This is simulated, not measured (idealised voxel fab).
The process module that follows is named voxel self aligned vias.
Pictured: cross-section cut, 140 nm wide, on a grid of 5 nm square cells.
Cross-section format: a grid of square cells, given as bands from top to bottom; each band is one or more rows of cells. What a band's entry tells you: where the top is and where the bottom is, as heights in nm, and after that what lies inside, material by material from left to right, each with its width in nm. Empty space is written as the word "blank", and a single material marked with the word "all across" occupies the band from edge to edge. All heights in this document are referenced to 0, defined as the level beneath which the wafer, as received, consists entirely of one material. The lowest band is not bounded below; it extends indefinitely downward and is written in the form "0 down". Top row gets the first number, bottom row gets the second, and each row in between changes by the same step: that is how a band width like "30->40" works. Where a step carries "no change", the cross-section came out of it unchanged, cell for cell. So "Sealed voids" is basically the list of trapped voids: any empty space of 8 cells or more that can't reach the top through an opening. They're written width x height at distance, the distance being from the left edge, and it's all nm. Read whatever lies past the settings on a step's line as the simulator's own remark about the step. A step's line can hold "overlay nm"; with a mask on that step, the setting says how far right of the planned place the mask lay, while a negative setting says it lay to the left. Reading key. Pairs: pre-step and post-step cross-section, one process step apart; post-step view only to lowest changed band. Step between + settings: beneath pair. Runs: pairs may be from different runs of this module, same starting wafer. Continuation from pair above: only where "Pre-step view" entry says.

**Pre-step view**
- 0 down | Si all across
- Sealed voids: none

**Post-Step Geometry**
- 15 to 0 | SiO2 all across
- Under 0: no change, same as before.
- Sealed voids: none
Step between the cross-sections above: CONFORMAL_DEP | material SiO2 | thk nm 15

Pre-step view: it's just the after picture from the pair right above this one.

**Post-Step Geometry**
- 20 to 15 | SiCN all across
- Under 15: no change, same as before.
- Sealed voids: none
Step between the cross-sections above: CONFORMAL_DEP | material SiCN | thk nm 5

Pre-step view: it's just the after picture from the pair right above this one.

**Post-Step Geometry**
- 40 to 20 | SiO2 all across
- Under 20: no change, same as before.
- Sealed voids: none
Step between the cross-sections above: DIRECTIONAL_DEP | material SiO2 | thk nm 20

Pre-step view: it's just the after picture from the pair right above this one.

**Post-Step Geometry**
- 40 to 20 | SiO2 30 nm, blank 25 nm, SiO2 25 nm, blank 25 nm, SiO2 35 nm
- Under 20: no change, same as before.
- Sealed voids: none
Step between the cross-sections above: MASKED_ETCH | tone open | mask id LINES | width nm 25 | pitch nm 50 | etch materials SiO2 | depth nm 20 | overlay nm 0

Pre-step view: it's just the after picture from the pair right above this one.

**Post-Step Geometry**
- 45 to 40 | TiN 35 nm, blank 15 nm, TiN 35 nm, blank 15 nm, TiN 40 nm
- 40 to 25 | SiO2 30 nm, TiN 5 nm, blank 15 nm, TiN 5 nm, SiO2 25 nm, TiN 5 nm, blank 15 nm, TiN 5 nm, SiO2 35 nm
- 25 to 20 | SiO2 30 nm, TiN 25 nm, SiO2 25 nm, TiN 25 nm, SiO2 35 nm
- Under 20: no change, same as before.
- Sealed voids: none
Step between the cross-sections above: CONFORMAL_DEP | material TiN | thk nm 5

Pre-step view: it's just the after picture from the pair right above this one.

**Post-Step Geometry**
- 55 to 45 | W all across
- 45 to 40 | TiN 35 nm, W 15 nm, TiN 35 nm, W 15 nm, TiN 40 nm
- 40 to 25 | SiO2 30 nm, TiN 5 nm, W 15 nm, TiN 5 nm, SiO2 25 nm, TiN 5 nm, W 15 nm, TiN 5 nm, SiO2 35 nm
- Under 25: no change, same as before.
- Sealed voids: none
Step between the cross-sections above: FILL_DEP | material W | thk nm 10

Pre-step view: it's just the after picture from the pair right above this one.

**Post-Step Geometry**
- 40 to 25 | SiO2 30 nm, TiN 5 nm, W 15 nm, TiN 5 nm, SiO2 25 nm, TiN 5 nm, W 15 nm, TiN 5 nm, SiO2 35 nm
- Under 25: no change, same as before.
- Sealed voids: none
Step between the cross-sections above: CMP | height nm 40

Pre-step view: it's just the after picture from the pair right above this one.

**Post-Step Geometry**
- 40 to 30 | SiO2 30 nm, blank 25 nm, SiO2 25 nm, blank 25 nm, SiO2 35 nm
- Under 30: no change, same as before.
- Sealed voids: none
Step between the cross-sections above: SELECTIVE_ETCH | etch materials W Ru TiN | depth nm 10

Pre-step view: it's just the after picture from the pair right above this one.

**Post-Step Geometry**
- 45 to 40 | SiN all across
- 40 to 30 | SiO2 30 nm, SiN 25 nm, SiO2 25 nm, SiN 25 nm, SiO2 35 nm
- Under 30: no change, same as before.
- Sealed voids: none
Step between the cross-sections above: FILL_DEP | material SiN | thk nm 5

Pre-step view: it's just the after picture from the pair right above this one.

**Post-Step Geometry**
- 40 to 30 | SiO2 30 nm, SiN 25 nm, SiO2 25 nm, SiN 25 nm, SiO2 35 nm
- Under 30: no change, same as before.
- Sealed voids: none
Step between the cross-sections above: CMP | height nm 40

Pre-step view: it's just the after picture from the pair right above this one.

**Post-Step Geometry**
- 55 to 40 | SiO2 all across
- Under 40: no change, same as before.
- Sealed voids: none
Step between the cross-sections above: DIRECTIONAL_DEP | material SiO2 | thk nm 15

Pre-step view: it's just the after picture from the pair right above this one.

**Post-Step Geometry**
- 75 to 55 | resist 25 nm, blank 35 nm, resist 80 nm
- Under 55: no change, same as before.
- Sealed voids: none
Step between the cross-sections above: PATTERN | tone open | mask id VIAS | material resist | width nm 35 | thk nm 20 | overlay nm 0

Pre-step view: it's just the after picture from the pair right above this one.

**Post-Step Geometry**
- 75 to 55 | resist 25 nm, blank 35 nm, resist 80 nm
- 55 to 40 | SiO2 25 nm, blank 35 nm, SiO2 80 nm
- Under 40: no change, same as before.
- Sealed voids: none
Step between the cross-sections above: DIRECTIONAL_ETCH | etch materials SiO2 | depth nm 15

Pre-step view: it's just the after picture from the pair right above this one.

**Post-Step Geometry**
- 75 to 55 | resist 25 nm, blank 35 nm, resist 80 nm
- 55 to 40 | SiO2 25 nm, blank 35 nm, SiO2 80 nm
- 40 to 30 | SiO2 30 nm, blank 25 nm, SiO2 25 nm, SiN 25 nm, SiO2 35 nm
- Under 30: no change, same as before.
- Sealed voids: none
Step between the cross-sections above: DIRECTIONAL_ETCH | etch materials SiN | depth nm 10

Pre-step view: it's just the after picture from the pair right above this one.

**Post-Step Geometry**
- 55 to 40 | SiO2 25 nm, blank 35 nm, SiO2 80 nm
- Under 40: no change, same as before.
- Sealed voids: none
Step between the cross-sections above: STRIP | etch materials resist

Pre-step view: it's just the after picture from the pair right above this one.

**Post-Step Geometry**
- 60 to 55 | TiN 30 nm, blank 25 nm, TiN 85 nm
- 55 to 45 | SiO2 25 nm, TiN 5 nm, blank 25 nm, TiN 5 nm, SiO2 80 nm
- 45 to 40 | SiO2 25 nm, TiN 10 nm, blank 15 nm, TiN 10 nm, SiO2 80 nm
- 40 to 35 | SiO2 30 nm, TiN 5 nm, blank 15 nm, TiN 5 nm, SiO2 25 nm, SiN 25 nm, SiO2 35 nm
- 35 to 30 | SiO2 30 nm, TiN 25 nm, SiO2 25 nm, SiN 25 nm, SiO2 35 nm
- Under 30: no change, same as before.
- Sealed voids: none
Step between the cross-sections above: CONFORMAL_DEP | material TiN | thk nm 5

Pre-step view: it's just the after picture from the pair right above this one.

**Post-Step Geometry**
- 70 to 60 | Cu all across
- 60 to 55 | TiN 30 nm, Cu 25 nm, TiN 85 nm
- 55 to 45 | SiO2 25 nm, TiN 5 nm, Cu 25 nm, TiN 5 nm, SiO2 80 nm
- 45 to 40 | SiO2 25 nm, TiN 10 nm, Cu 15 nm, TiN 10 nm, SiO2 80 nm
- 40 to 35 | SiO2 30 nm, TiN 5 nm, Cu 15 nm, TiN 5 nm, SiO2 25 nm, SiN 25 nm, SiO2 35 nm
- Under 35: no change, same as before.
- Sealed voids: none
Step between the cross-sections above: FILL_DEP | material Cu | thk nm 10

Pre-step view: it's just the after picture from the pair right above this one.

**Post-Step Geometry**
- 55 to 45 | SiO2 25 nm, TiN 5 nm, Cu 25 nm, TiN 5 nm, SiO2 80 nm
- Under 45: no change, same as before.
- Sealed voids: none
Step between the cross-sections above: CMP | height nm 55

Pre-step view: it's just the after picture from the pair right above this one.

**Post-Step Geometry**
- 60 to 55 | SiN all across
- Under 55: no change, same as before.
- Sealed voids: none
Step between the cross-sections above: CONFORMAL_DEP | material SiN | thk nm 5

**Pre-step view**
- 70 to 60 | Cu all across
- 60 to 55 | TiN 30 nm, Cu 25 nm, TiN 85 nm
- 55 to 45 | SiO2 25 nm, TiN 5 nm, Cu 25 nm, TiN 5 nm, SiO2 80 nm
- 45 to 40 | SiO2 25 nm, TiN 10 nm, Cu 15 nm, TiN 10 nm, SiO2 80 nm
- 40 to 35 | SiO2 30 nm, TiN 5 nm, Cu 15 nm, TiN 5 nm, SiO2 25 nm, SiN 25 nm, SiO2 35 nm
- 35 to 30 | SiO2 30 nm, TiN 25 nm, SiO2 25 nm, SiN 25 nm, SiO2 35 nm
- 30 to 25 | SiO2 30 nm, TiN 5 nm, W 15 nm, TiN 5 nm, SiO2 25 nm, TiN 5 nm, W 15 nm, TiN 5 nm, SiO2 35 nm
- 25 to 20 | SiO2 30 nm, TiN 25 nm, SiO2 25 nm, TiN 25 nm, SiO2 35 nm
- 20 to 15 | SiCN all across
- 15 to 0 | SiO2 all across
- 0 down | Si all across
- Sealed voids: none

**Post-Step Geometry**
- 75 to 70 | SiN all across
- Under 70: no change, same as before.
- Sealed voids: none
Step between the cross-sections above: CONFORMAL_DEP | material SiN | thk nm 5

**Pre-step view**
- 15 to 0 | SiO2 all across
- 0 down | Si all across
- Sealed voids: none

**Post-Step Geometry**
- 30 to 0 | SiO2 all across
- Under 0: no change, same as before.
- Sealed voids: none
Step between the cross-sections above: CONFORMAL_DEP | material SiO2 | thk nm 15

Pre-step view: it's just the after picture from the pair right above this one.

**Post-Step Geometry**
- 35 to 30 | SiCN all across
- Under 30: no change, same as before.
- Sealed voids: none
Step between the cross-sections above: CONFORMAL_DEP | material SiCN | thk nm 5

Pre-step view: it's just the after picture from the pair right above this one.

**Post-Step Geometry**
- 55 to 35 | SiO2 all across
- Under 35: no change, same as before.
- Sealed voids: none
Step between the cross-sections above: DIRECTIONAL_DEP | material SiO2 | thk nm 20

Pre-step view: it's just the after picture from the pair right above this one.

**Post-Step Geometry**
- 55 to 35 | SiO2 30 nm, blank 25 nm, SiO2 25 nm, blank 25 nm, SiO2 35 nm
- Under 35: no change, same as before.
- Sealed voids: none
Step between the cross-sections above: MASKED_ETCH | tone open | mask id LINES | width nm 25 | pitch nm 50 | etch materials SiO2 | depth nm 20 | overlay nm 0

Pre-step view: it's just the after picture from the pair right above this one.

**Post-Step Geometry**
- 60 to 55 | TiN 35 nm, blank 15 nm, TiN 35 nm, blank 15 nm, TiN 40 nm
- 55 to 40 | SiO2 30 nm, TiN 5 nm, blank 15 nm, TiN 5 nm, SiO2 25 nm, TiN 5 nm, blank 15 nm, TiN 5 nm, SiO2 35 nm
- 40 to 35 | SiO2 30 nm, TiN 25 nm, SiO2 25 nm, TiN 25 nm, SiO2 35 nm
- Under 35: no change, same as before.
- Sealed voids: none
Step between the cross-sections above: CONFORMAL_DEP | material TiN | thk nm 5

Pre-step view: it's just the after picture from the pair right above this one.

**Post-Step Geometry**
- 70 to 60 | W all across
- 60 to 55 | TiN 35 nm, W 15 nm, TiN 35 nm, W 15 nm, TiN 40 nm
- 55 to 40 | SiO2 30 nm, TiN 5 nm, W 15 nm, TiN 5 nm, SiO2 25 nm, TiN 5 nm, W 15 nm, TiN 5 nm, SiO2 35 nm
- Under 40: no change, same as before.
- Sealed voids: none
Step between the cross-sections above: FILL_DEP | material W | thk nm 10

Pre-step view: it's just the after picture from the pair right above this one.

**Post-Step Geometry**
- 40 to 35 | SiO2 30 nm, TiN 25 nm, SiO2 25 nm, TiN 25 nm, SiO2 35 nm
- Under 35: no change, same as before.
- Sealed voids: none
Step between the cross-sections above: CMP | height nm 40

Pre-step view: it's just the after picture from the pair right above this one.

**Post-Step Geometry**
- 40 to 35 | SiO2 30 nm, blank 25 nm, SiO2 25 nm, blank 25 nm, SiO2 35 nm
- Under 35: no change, same as before.
- Sealed voids: none
Step between the cross-sections above: SELECTIVE_ETCH | etch materials W Ru TiN | depth nm 10

Pre-step view: it's just the after picture from the pair right above this one.

**Post-Step Geometry**
- 45 to 40 | SiN all across
- 40 to 35 | SiO2 30 nm, SiN 25 nm, SiO2 25 nm, SiN 25 nm, SiO2 35 nm
- Under 35: no change, same as before.
- Sealed voids: none
Step between the cross-sections above: FILL_DEP | material SiN | thk nm 5

Pre-step view: it's just the after picture from the pair right above this one.

**Post-Step Geometry**
- 40 to 35 | SiO2 30 nm, SiN 25 nm, SiO2 25 nm, SiN 25 nm, SiO2 35 nm
- Under 35: no change, same as before.
- Sealed voids: none
Step between the cross-sections above: CMP | height nm 40

Pre-step view: it's just the after picture from the pair right above this one.

**Post-Step Geometry**
- 55 to 40 | SiO2 all across
- Under 40: no change, same as before.
- Sealed voids: none
Step between the cross-sections above: DIRECTIONAL_DEP | material SiO2 | thk nm 15

Pre-step view: it's just the after picture from the pair right above this one.

**Post-Step Geometry**
- 75 to 55 | resist 25 nm, blank 35 nm, resist 80 nm
- Under 55: no change, same as before.
- Sealed voids: none
Step between the cross-sections above: PATTERN | tone open | mask id VIAS | material resist | width nm 35 | thk nm 20 | overlay nm 0

Pre-step view: it's just the after picture from the pair right above this one.

**Post-Step Geometry**
- 75 to 55 | resist 25 nm, blank 35 nm, resist 80 nm
- 55 to 40 | SiO2 25 nm, blank 35 nm, SiO2 80 nm
- Under 40: no change, same as before.
- Sealed voids: none
Step between the cross-sections above: DIRECTIONAL_ETCH | etch materials SiO2 | depth nm 15

Pre-step view: it's just the after picture from the pair right above this one.

**Post-Step Geometry**
- 75 to 55 | resist 25 nm, blank 35 nm, resist 80 nm
- 55 to 40 | SiO2 25 nm, blank 35 nm, SiO2 80 nm
- 40 to 35 | SiO2 30 nm, blank 25 nm, SiO2 25 nm, SiN 25 nm, SiO2 35 nm
- Under 35: no change, same as before.
- Sealed voids: none
Step between the cross-sections above: DIRECTIONAL_ETCH | etch materials SiN | depth nm 10

Pre-step view: it's just the after picture from the pair right above this one.

**Post-Step Geometry**
- 55 to 40 | SiO2 25 nm, blank 35 nm, SiO2 80 nm
- Under 40: no change, same as before.
- Sealed voids: none
Step between the cross-sections above: STRIP | etch materials resist

Pre-step view: it's just the after picture from the pair right above this one.

**Post-Step Geometry**
- 60 to 55 | TiN 30 nm, blank 25 nm, TiN 85 nm
- 55 to 45 | SiO2 25 nm, TiN 5 nm, blank 25 nm, TiN 5 nm, SiO2 80 nm
- 45 to 40 | SiO2 25 nm, TiN 10 nm, blank 15 nm, TiN 10 nm, SiO2 80 nm
- 40 to 35 | SiO2 30 nm, TiN 25 nm, SiO2 25 nm, SiN 25 nm, SiO2 35 nm
- Under 35: no change, same as before.
- Sealed voids: none
Step between the cross-sections above: CONFORMAL_DEP | material TiN | thk nm 5

Pre-step view: it's just the after picture from the pair right above this one.

**Post-Step Geometry**
- 70 to 60 | Cu all across
- 60 to 55 | TiN 30 nm, Cu 25 nm, TiN 85 nm
- 55 to 45 | SiO2 25 nm, TiN 5 nm, Cu 25 nm, TiN 5 nm, SiO2 80 nm
- 45 to 40 | SiO2 25 nm, TiN 10 nm, Cu 15 nm, TiN 10 nm, SiO2 80 nm
- Under 40: no change, same as before.
- Sealed voids: none
Step between the cross-sections above: FILL_DEP | material Cu | thk nm 10

Pre-step view: it's just the after picture from the pair right above this one.

**Post-Step Geometry**
- 55 to 45 | SiO2 25 nm, TiN 5 nm, Cu 25 nm, TiN 5 nm, SiO2 80 nm
- Under 45: no change, same as before.
- Sealed voids: none
Step between the cross-sections above: CMP | height nm 55

Pre-step view: it's just the after picture from the pair right above this one.

**Post-Step Geometry**
- 60 to 55 | SiN all across
- Under 55: no change, same as before.
- Sealed voids: none
Step between the cross-sections above: CONFORMAL_DEP | material SiN | thk nm 5

**Pre-step view**
- 15 to 0 | SiO2 all across
- 0 down | Si all across
- Sealed voids: none

**Post-Step Geometry**
- 35 to 0 | SiO2 all across
- Under 0: no change, same as before.
- Sealed voids: none
Step between the cross-sections above: DIRECTIONAL_DEP | material SiO2 | thk nm 20

Pre-step view: it's just the after picture from the pair right above this one.

**Post-Step Geometry**
- 40 to 35 | SiCN all across
- Under 35: no change, same as before.
- Sealed voids: none
Step between the cross-sections above: CONFORMAL_DEP | material SiCN | thk nm 5

Pre-step view: it's just the after picture from the pair right above this one.

**Post-Step Geometry**
- 45 to 40 | TiN all across
- Under 40: no change, same as before.
- Sealed voids: none
Step between the cross-sections above: CONFORMAL_DEP | material TiN | thk nm 5

Pre-step view: it's just the after picture from the pair right above this one.

**Post-Step Geometry**
- 55 to 45 | W all across
- Under 45: no change, same as before.
- Sealed voids: none
Step between the cross-sections above: FILL_DEP | material W | thk nm 10

Pre-step view: it's just the after picture from the pair right above this one.

**Post-Step Geometry**
- 40 to 35 | SiCN all across
- Under 35: no change, same as before.
- Sealed voids: none
Step between the cross-sections above: CMP | height nm 40

Pre-step view: it's just the after picture from the pair right above this one.

**Post-Step Geometry**
- 45 to 40 | SiN all across
- Under 40: no change, same as before.
- Sealed voids: none
Step between the cross-sections above: FILL_DEP | material SiN | thk nm 5

Pre-step view: it's just the after picture from the pair right above this one.

**Post-Step Geometry**
- 40 to 35 | SiCN all across
- Under 35: no change, same as before.
- Sealed voids: none
Step between the cross-sections above: CMP | height nm 40

Pre-step view: it's just the after picture from the pair right above this one.

**Post-Step Geometry**
- 55 to 40 | SiO2 all across
- Under 40: no change, same as before.
- Sealed voids: none
Step between the cross-sections above: DIRECTIONAL_DEP | material SiO2 | thk nm 15

Pre-step view: it's just the after picture from the pair right above this one.

**Post-Step Geometry**
- 75 to 55 | resist 25 nm, blank 35 nm, resist 80 nm
- Under 55: no change, same as before.
- Sealed voids: none
Step between the cross-sections above: PATTERN | tone open | mask id VIAS | material resist | width nm 35 | thk nm 20 | overlay nm 0

Pre-step view: it's just the after picture from the pair right above this one.

**Post-Step Geometry**
- 75 to 55 | resist 25 nm, blank 35 nm, resist 80 nm
- 55 to 40 | SiO2 25 nm, blank 35 nm, SiO2 80 nm
- Under 40: no change, same as before.
- Sealed voids: none
Step between the cross-sections above: DIRECTIONAL_ETCH | etch materials SiO2 | depth nm 15

Pre-step view: it's just the after picture from the pair right above this one.

**Post-Step Geometry**
- 55 to 40 | SiO2 25 nm, blank 35 nm, SiO2 80 nm
- Under 40: no change, same as before.
- Sealed voids: none
Step between the cross-sections above: STRIP | etch materials resist

Pre-step view: it's just the after picture from the pair right above this one.

**Post-Step Geometry**
- 60 to 55 | TiN 30 nm, blank 25 nm, TiN 85 nm
- 55 to 45 | SiO2 25 nm, TiN 5 nm, blank 25 nm, TiN 5 nm, SiO2 80 nm
- 45 to 40 | SiO2 25 nm, TiN 35 nm, SiO2 80 nm
- Under 40: no change, same as before.
- Sealed voids: none
Step between the cross-sections above: CONFORMAL_DEP | material TiN | thk nm 5

Pre-step view: it's just the after picture from the pair right above this one.

**Post-Step Geometry**
- 70 to 60 | Cu all across
- 60 to 55 | TiN 30 nm, Cu 25 nm, TiN 85 nm
- 55 to 45 | SiO2 25 nm, TiN 5 nm, Cu 25 nm, TiN 5 nm, SiO2 80 nm
- Under 45: no change, same as before.
- Sealed voids: none
Step between the cross-sections above: FILL_DEP | material Cu | thk nm 10

Pre-step view: it's just the after picture from the pair right above this one.

**Post-Step Geometry**
- 55 to 45 | SiO2 25 nm, TiN 5 nm, Cu 25 nm, TiN 5 nm, SiO2 80 nm
- Under 45: no change, same as before.
- Sealed voids: none
Step between the cross-sections above: CMP | height nm 55

Pre-step view: it's just the after picture from the pair right above this one.

**Post-Step Geometry**
- 60 to 55 | SiN all across
- Under 55: no change, same as before.
- Sealed voids: none
Step between the cross-sections above: CONFORMAL_DEP | material SiN | thk nm 5

**Pre-step view**
- 15 to 0 | SiO2 all across
- 0 down | Si all across
- Sealed voids: none

**Post-Step Geometry**
- 30 to 15 | SiCN all across
- Under 15: no change, same as before.
- Sealed voids: none
Step between the cross-sections above: CONFORMAL_DEP | material SiCN | thk nm 15

Pre-step view: it's just the after picture from the pair right above this one.

**Post-Step Geometry**
- 50 to 30 | SiO2 all across
- Under 30: no change, same as before.
- Sealed voids: none
Step between the cross-sections above: DIRECTIONAL_DEP | material SiO2 | thk nm 20

Pre-step view: it's just the after picture from the pair right above this one.

**Post-Step Geometry**
- 50 to 30 | SiO2 30 nm, blank 25 nm, SiO2 25 nm, blank 25 nm, SiO2 35 nm
- Under 30: no change, same as before.
- Sealed voids: none
Step between the cross-sections above: MASKED_ETCH | tone open | mask id LINES | width nm 25 | pitch nm 50 | etch materials SiO2 | depth nm 20 | overlay nm 0

Pre-step view: it's just the after picture from the pair right above this one.

**Post-Step Geometry**
- 55 to 50 | TiN 35 nm, blank 15 nm, TiN 35 nm, blank 15 nm, TiN 40 nm
- 50 to 35 | SiO2 30 nm, TiN 5 nm, blank 15 nm, TiN 5 nm, SiO2 25 nm, TiN 5 nm, blank 15 nm, TiN 5 nm, SiO2 35 nm
- 35 to 30 | SiO2 30 nm, TiN 25 nm, SiO2 25 nm, TiN 25 nm, SiO2 35 nm
- Under 30: no change, same as before.
- Sealed voids: none
Step between the cross-sections above: CONFORMAL_DEP | material TiN | thk nm 5

Pre-step view: it's just the after picture from the pair right above this one.

**Post-Step Geometry**
- 65 to 55 | W all across
- 55 to 50 | TiN 35 nm, W 15 nm, TiN 35 nm, W 15 nm, TiN 40 nm
- 50 to 35 | SiO2 30 nm, TiN 5 nm, W 15 nm, TiN 5 nm, SiO2 25 nm, TiN 5 nm, W 15 nm, TiN 5 nm, SiO2 35 nm
- Under 35: no change, same as before.
- Sealed voids: none
Step between the cross-sections above: FILL_DEP | material W | thk nm 10

Pre-step view: it's just the after picture from the pair right above this one.

**Post-Step Geometry**
- 40 to 35 | SiO2 30 nm, TiN 5 nm, W 15 nm, TiN 5 nm, SiO2 25 nm, TiN 5 nm, W 15 nm, TiN 5 nm, SiO2 35 nm
- Under 35: no change, same as before.
- Sealed voids: none
Step between the cross-sections above: CMP | height nm 40

Pre-step view: it's just the after picture from the pair right above this one.

**Post-Step Geometry**
- 40 to 30 | SiO2 30 nm, blank 25 nm, SiO2 25 nm, blank 25 nm, SiO2 35 nm
- Under 30: no change, same as before.
- Sealed voids: none
Step between the cross-sections above: SELECTIVE_ETCH | etch materials W Ru TiN | depth nm 10

Pre-step view: it's just the after picture from the pair right above this one.

**Post-Step Geometry**
- 45 to 40 | SiN all across
- 40 to 30 | SiO2 30 nm, SiN 25 nm, SiO2 25 nm, SiN 25 nm, SiO2 35 nm
- Under 30: no change, same as before.
- Sealed voids: none
Step between the cross-sections above: FILL_DEP | material SiN | thk nm 5

Pre-step view: it's just the after picture from the pair right above this one.

**Post-Step Geometry**
- 40 to 30 | SiO2 30 nm, SiN 25 nm, SiO2 25 nm, SiN 25 nm, SiO2 35 nm
- Under 30: no change, same as before.
- Sealed voids: none
Step between the cross-sections above: CMP | height nm 40

Pre-step view: it's just the after picture from the pair right above this one.

**Post-Step Geometry**
- 55 to 40 | SiO2 all across
- Under 40: no change, same as before.
- Sealed voids: none
Step between the cross-sections above: DIRECTIONAL_DEP | material SiO2 | thk nm 15

Pre-step view: it's just the after picture from the pair right above this one.

**Post-Step Geometry**
- 75 to 55 | resist 25 nm, blank 35 nm, resist 80 nm
- Under 55: no change, same as before.
- Sealed voids: none
Step between the cross-sections above: PATTERN | tone open | mask id VIAS | material resist | width nm 35 | thk nm 20 | overlay nm 0

Pre-step view: it's just the after picture from the pair right above this one.

**Post-Step Geometry**
- 75 to 55 | resist 25 nm, blank 35 nm, resist 80 nm
- 55 to 40 | SiO2 25 nm, blank 35 nm, SiO2 80 nm
- Under 40: no change, same as before.
- Sealed voids: none
Step between the cross-sections above: DIRECTIONAL_ETCH | etch materials SiO2 | depth nm 15

Pre-step view: it's just the after picture from the pair right above this one.

**Post-Step Geometry**
- 75 to 55 | resist 25 nm, blank 35 nm, resist 80 nm
- 55 to 40 | SiO2 25 nm, blank 35 nm, SiO2 80 nm
- 40 to 30 | SiO2 30 nm, blank 25 nm, SiO2 25 nm, SiN 25 nm, SiO2 35 nm
- Under 30: no change, same as before.
- Sealed voids: none
Step between the cross-sections above: DIRECTIONAL_ETCH | etch materials SiN | depth nm 10

Pre-step view: it's just the after picture from the pair right above this one.

**Post-Step Geometry**
- 55 to 40 | SiO2 25 nm, blank 35 nm, SiO2 80 nm
- Under 40: no change, same as before.
- Sealed voids: none
Step between the cross-sections above: STRIP | etch materials resist

Pre-step view: it's just the after picture from the pair right above this one.

**Post-Step Geometry**
- 60 to 55 | TiN 30 nm, blank 25 nm, TiN 85 nm
- 55 to 45 | SiO2 25 nm, TiN 5 nm, blank 25 nm, TiN 5 nm, SiO2 80 nm
- 45 to 40 | SiO2 25 nm, TiN 10 nm, blank 15 nm, TiN 10 nm, SiO2 80 nm
- 40 to 35 | SiO2 30 nm, TiN 5 nm, blank 15 nm, TiN 5 nm, SiO2 25 nm, SiN 25 nm, SiO2 35 nm
- 35 to 30 | SiO2 30 nm, TiN 25 nm, SiO2 25 nm, SiN 25 nm, SiO2 35 nm
- Under 30: no change, same as before.
- Sealed voids: none
Step between the cross-sections above: CONFORMAL_DEP | material TiN | thk nm 5

Pre-step view: it's just the after picture from the pair right above this one.

**Post-Step Geometry**
- 70 to 60 | Cu all across
- 60 to 55 | TiN 30 nm, Cu 25 nm, TiN 85 nm
- 55 to 45 | SiO2 25 nm, TiN 5 nm, Cu 25 nm, TiN 5 nm, SiO2 80 nm
- 45 to 40 | SiO2 25 nm, TiN 10 nm, Cu 15 nm, TiN 10 nm, SiO2 80 nm
- 40 to 35 | SiO2 30 nm, TiN 5 nm, Cu 15 nm, TiN 5 nm, SiO2 25 nm, SiN 25 nm, SiO2 35 nm
- Under 35: no change, same as before.
- Sealed voids: none
Step between the cross-sections above: FILL_DEP | material Cu | thk nm 10

Pre-step view: it's just the after picture from the pair right above this one.

**Post-Step Geometry**
- 55 to 45 | SiO2 25 nm, TiN 5 nm, Cu 25 nm, TiN 5 nm, SiO2 80 nm
- Under 45: no change, same as before.
- Sealed voids: none
Step between the cross-sections above: CMP | height nm 55

Pre-step view: it's just the after picture from the pair right above this one.

**Post-Step Geometry**
- 60 to 55 | SiN all across
- Under 55: no change, same as before.
- Sealed voids: none
Step between the cross-sections above: CONFORMAL_DEP | material SiN | thk nm 5

**Pre-step view**
- 40 to 20 | SiO2 all across
- 20 to 15 | SiCN all across
- 15 to 0 | SiO2 all across
- 0 down | Si all across
- Sealed voids: none

**Post-Step Geometry**
- 40 to 20 | SiO2 35 nm, blank 15 nm, SiO2 35 nm, blank 15 nm, SiO2 40 nm
- Under 20: no change, same as before.
- Sealed voids: none
Step between the cross-sections above: MASKED_ETCH | tone open | mask id LINES | width nm 15 | pitch nm 50 | etch materials SiO2 | depth nm 20 | overlay nm 0

Pre-step view: it's just the after picture from the pair right above this one.

**Post-Step Geometry**
- 45 to 40 | TiN 40 nm, blank 5 nm, TiN 45 nm, blank 5 nm, TiN 45 nm
- 40 to 25 | SiO2 35 nm, TiN 5 nm, blank 5 nm, TiN 5 nm, SiO2 35 nm, TiN 5 nm, blank 5 nm, TiN 5 nm, SiO2 40 nm
- 25 to 20 | SiO2 35 nm, TiN 15 nm, SiO2 35 nm, TiN 15 nm, SiO2 40 nm
- Under 20: no change, same as before.
- Sealed voids: none
Step between the cross-sections above: CONFORMAL_DEP | material TiN | thk nm 5

Pre-step view: it's just the after picture from the pair right above this one.

**Post-Step Geometry**
- 55 to 45 | W all across
- 45 to 40 | TiN 40 nm, W 5 nm, TiN 45 nm, W 5 nm, TiN 45 nm
- 40 to 25 | SiO2 35 nm, TiN 5 nm, W 5 nm, TiN 5 nm, SiO2 35 nm, TiN 5 nm, W 5 nm, TiN 5 nm, SiO2 40 nm
- Under 25: no change, same as before.
- Sealed voids: none
Step between the cross-sections above: FILL_DEP | material W | thk nm 10

Pre-step view: it's just the after picture from the pair right above this one.

**Post-Step Geometry**
- 40 to 25 | SiO2 35 nm, TiN 5 nm, W 5 nm, TiN 5 nm, SiO2 35 nm, TiN 5 nm, W 5 nm, TiN 5 nm, SiO2 40 nm
- Under 25: no change, same as before.
- Sealed voids: none
Step between the cross-sections above: CMP | height nm 40

Pre-step view: it's just the after picture from the pair right above this one.

**Post-Step Geometry**
- 40 to 30 | SiO2 35 nm, blank 15 nm, SiO2 35 nm, blank 15 nm, SiO2 40 nm
- Under 30: no change, same as before.
- Sealed voids: none
Step between the cross-sections above: SELECTIVE_ETCH | etch materials W Ru TiN | depth nm 10

Pre-step view: it's just the after picture from the pair right above this one.

**Post-Step Geometry**
- 45 to 40 | SiN all across
- 40 to 30 | SiO2 35 nm, SiN 15 nm, SiO2 35 nm, SiN 15 nm, SiO2 40 nm
- Under 30: no change, same as before.
- Sealed voids: none
Step between the cross-sections above: FILL_DEP | material SiN | thk nm 5

Pre-step view: it's just the after picture from the pair right above this one.

**Post-Step Geometry**
- 40 to 30 | SiO2 35 nm, SiN 15 nm, SiO2 35 nm, SiN 15 nm, SiO2 40 nm
- Under 30: no change, same as before.
- Sealed voids: none
Step between the cross-sections above: CMP | height nm 40

Pre-step view: it's just the after picture from the pair right above this one.

**Post-Step Geometry**
- 55 to 40 | SiO2 all across
- Under 40: no change, same as before.
- Sealed voids: none
Step between the cross-sections above: DIRECTIONAL_DEP | material SiO2 | thk nm 15

Pre-step view: it's just the after picture from the pair right above this one.

**Post-Step Geometry**
- 75 to 55 | resist 25 nm, blank 35 nm, resist 80 nm
- Under 55: no change, same as before.
- Sealed voids: none
Step between the cross-sections above: PATTERN | tone open | mask id VIAS | material resist | width nm 35 | thk nm 20 | overlay nm 0

Pre-step view: it's just the after picture from the pair right above this one.

**Post-Step Geometry**
- 75 to 55 | resist 25 nm, blank 35 nm, resist 80 nm
- 55 to 40 | SiO2 25 nm, blank 35 nm, SiO2 80 nm
- Under 40: no change, same as before.
- Sealed voids: none
Step between the cross-sections above: DIRECTIONAL_ETCH | etch materials SiO2 | depth nm 15
